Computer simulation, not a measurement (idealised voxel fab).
Process module heading - voxel double patterning
This is section cut - it's 235 nm across, gridded in 5 nm square cells.
Bands, listed from the top down, are how a cross-section gets written in this document; the cross-section itself is a grid of square cells, and a band is one or more rows of them. Basically the band line says how high the top is and how high the bottom is, in nm, and then what's in it from left to right, every material with its width in nm. Empty space shows up as "empty", and if a single material carries "edge to edge" it runs the full band edge to edge. Heights from 0 (as-received wafer is one material below). Bottom band endless downward, as "0 -> down". The two numbers in a width such as "30->40" mark its ends across the band: the first belongs to the top row of cells, the second to the bottom row, and from each row to the next the width moves by the same amount. When a step is marked "no change occurred", none of the cells in the cross-section changed during that step. "Enclosed empty spaces": empty spaces of 8 cells or more with no open way to the top, each given as width x height at distance, distance from the left edge, all in nm. What comes after the settings on a step's line is commentary from the simulator itself on that step. "overlay nm" answers the question of how far to the right of plan the mask lay on a step that has a mask, and when it is negative the answer is to the left.
-- The process steps that were planned are listed below
- 1: RECEIVE: material Si
- 2: CONFORMAL_DEP: material SiO2, thk nm 10
- 3: DIRECTIONAL_DEP: material W, thk nm 15
- 4: DIRECTIONAL_DEP: material SiN, thk nm 5
- 5: PATTERN: tone open, mask id FIRST, material resist, width nm 15, pitch nm 50, thk nm 20, overlay nm 0
- 6: DIRECTIONAL_ETCH: etch materials SiN, depth nm 5
- 7: STRIP: etch materials resist
- 8: MASKED_ETCH: tone open, mask id SECOND, width nm 15, etch materials SiN, depth nm 5, overlay nm 0
- 9: DIRECTIONAL_ETCH: etch materials W, depth nm 15
- 10: STRIP: etch materials SiN
-- Step 1 complete: cross-section of the wafer as received
	0 -> down = Si edge to edge
	Enclosed empty spaces: none
-- Cross-section: first of two wafers, module finished, run according to plan
	25 -> 10 = 85 nm W  15 nm empty  10 nm W  15 nm empty  10 nm W  15 nm empty  85 nm W
	10 -> 0 = SiO2 edge to edge
	0 -> down = Si edge to edge
	Enclosed empty spaces: none
-- Wafer two (of two), end-of-module cross-section: start = wafer one, plan = wafer one, one run mistake
	40 -> 25 = 85 nm W  15 nm empty  10 nm W  15 nm empty  10 nm W  15 nm empty  85 nm W
	25 -> 10 = W edge to edge
	10 -> 0 = SiO2 edge to edge
	0 -> down = Si edge to edge
	Enclosed empty spaces: none
Deviation noted in wafer processing: execution of plan step 3 occurred twice
Wafer comparison, final, in cells, second relative to first, materials more or fewer: W: 141 more
